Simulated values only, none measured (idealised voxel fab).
Process module, titled voxel self aligned vias
Cross-section cut spans 280 nm and uses square cells 5 nm in size.
How to read a cross-section here: the picture is a grid of square cells, written as bands going from the top down, and any band can span one or more rows of cells. The entry gives the band's vertical extent as a top height and a bottom height in nm, then its horizontal make-up as materials from left to right, each with a width in nm. "empty" stands for empty space; a single material marked "all across" fills the band edge to edge. Zero point of the height axis is 0; under it, received wafer = one material. Lowest band: continues down indefinitely, "0 and below". The two numbers in a width such as "30->40" mark its ends across the band: the first belongs to the top row of cells, the second to the bottom row, and from each row to the next the width moves by the same amount. Key: "no change" - step with no changed cell in the cross-section. "Closed empty spaces" enumerates empty spaces isolated from the top, with no open way to it, that contain at least 8 cells, giving each as width x height at distance from the left edge, all three in nm. Read whatever lies past the settings on a step's line as the simulator's own remark about the step. When a step includes a mask, the "overlay nm" setting on its line states how far to the right of its planned place that mask lay, and negative values state how far to the left.
List of planned process steps:
1: RECEIVE, material Si
2: CONFORMAL_DEP, material SiO2, thk nm 10
3: CONFORMAL_DEP, material SiCN, thk nm 5
4: DIRECTIONAL_DEP, material SiO2, thk nm 25
5: PATTERN, tone open, mask id LINES, material resist, width nm 20, pitch nm 50, thk nm 15, overlay nm 0
6: DIRECTIONAL_ETCH, etch materials SiO2, depth nm 25
7: STRIP, etch materials resist
8: CONFORMAL_DEP, material TiN, thk nm 5
9: FILL_DEP, material Ru, thk nm 10
10: CMP, height nm 40
11: SELECTIVE_ETCH, etch materials W Ru TiN, depth nm 5
12: FILL_DEP, material SiN, thk nm 10
13: CMP, height nm 40
14: DIRECTIONAL_DEP, material SiO2, thk nm 20
15: MASKED_ETCH, tone open, mask id VIAS, width nm 30, pitch nm 50, etch materials SiO2, depth nm 20, overlay nm 0
16: MASKED_ETCH, tone open, mask id VIAS, width nm 30, pitch nm 50, etch materials SiN, depth nm 5, overlay nm 0
17: CONFORMAL_DEP, material TiN, thk nm 5
18: FILL_DEP, material W, thk nm 10
19: CMP, height nm 60
20: CONFORMAL_DEP, material SiCN, thk nm 5
Cross-section of the incoming wafer, state after step 1:
0 and below | Si all across
Closed empty spaces: none
Run as planned - first of the two wafers cross-sectioned at the end of the module:
65 down to 60 | SiCN all across
60 down to 45 | SiO2=75 / TiN=5 / W=20 / TiN=5 / SiO2=20 / TiN=5 / W=20 / TiN=5 / SiO2=20 / TiN=5 / W=20 / TiN=5 / SiO2=75
45 down to 40 | SiO2=75 / TiN=10 / W=10 / TiN=10 / SiO2=20 / TiN=10 / W=10 / TiN=10 / SiO2=20 / TiN=10 / W=10 / TiN=10 / SiO2=75
40 down to 35 | SiO2=80 / TiN=20 / SiO2=30 / TiN=20 / SiO2=30 / TiN=20 / SiO2=80
35 down to 20 | SiO2=80 / TiN=5 / Ru=10 / TiN=5 / SiO2=30 / TiN=5 / Ru=10 / TiN=5 / SiO2=30 / TiN=5 / Ru=10 / TiN=5 / SiO2=80
20 down to 15 | SiO2=80 / TiN=20 / SiO2=30 / TiN=20 / SiO2=30 / TiN=20 / SiO2=80
15 down to 10 | SiCN all across
10 down to 0 | SiO2 all across
0 and below | Si all across
Closed empty spaces: none
The second wafer, shown in cross-section after the module: started the same way as the first and given the same plan, yet one mistake crept into how it was run:
65 down to 60 | SiCN all across
60 down to 45 | SiO2=75 / TiN=5 / W=20 / TiN=5 / SiO2=20 / TiN=5 / W=20 / TiN=5 / SiO2=20 / TiN=5 / W=20 / TiN=5 / SiO2=75
45 down to 40 | SiO2=75 / TiN=10 / W=5 / TiN=15 / SiO2=20 / TiN=10 / W=5 / TiN=15 / SiO2=20 / TiN=10 / W=5 / TiN=15 / SiO2=75
40 down to 35 | SiO2=80 / TiN=15 / SiN=5 / SiO2=30 / TiN=15 / SiN=5 / SiO2=30 / TiN=15 / SiN=5 / SiO2=80
35 down to 20 | SiO2=80 / TiN=5 / Ru=10 / TiN=5 / SiO2=30 / TiN=5 / Ru=10 / TiN=5 / SiO2=30 / TiN=5 / Ru=10 / TiN=5 / SiO2=80
20 down to 15 | SiO2=80 / TiN=20 / SiO2=30 / TiN=20 / SiO2=30 / TiN=20 / SiO2=80
15 down to 10 | SiCN all across
10 down to 0 | SiO2 all across
0 and below | Si all across
Closed empty spaces: none
What broke from the plan during processing? step 16 deviated from plan and actually ran as MASKED_ETCH, tone open, mask id VIAS, width nm 30, pitch nm 50, etch materials SiN, depth nm 5, overlay nm -10
Count the cells at the end and the second wafer has more or fewer of some materials than the first: 3 more of SiN | 3 fewer of W
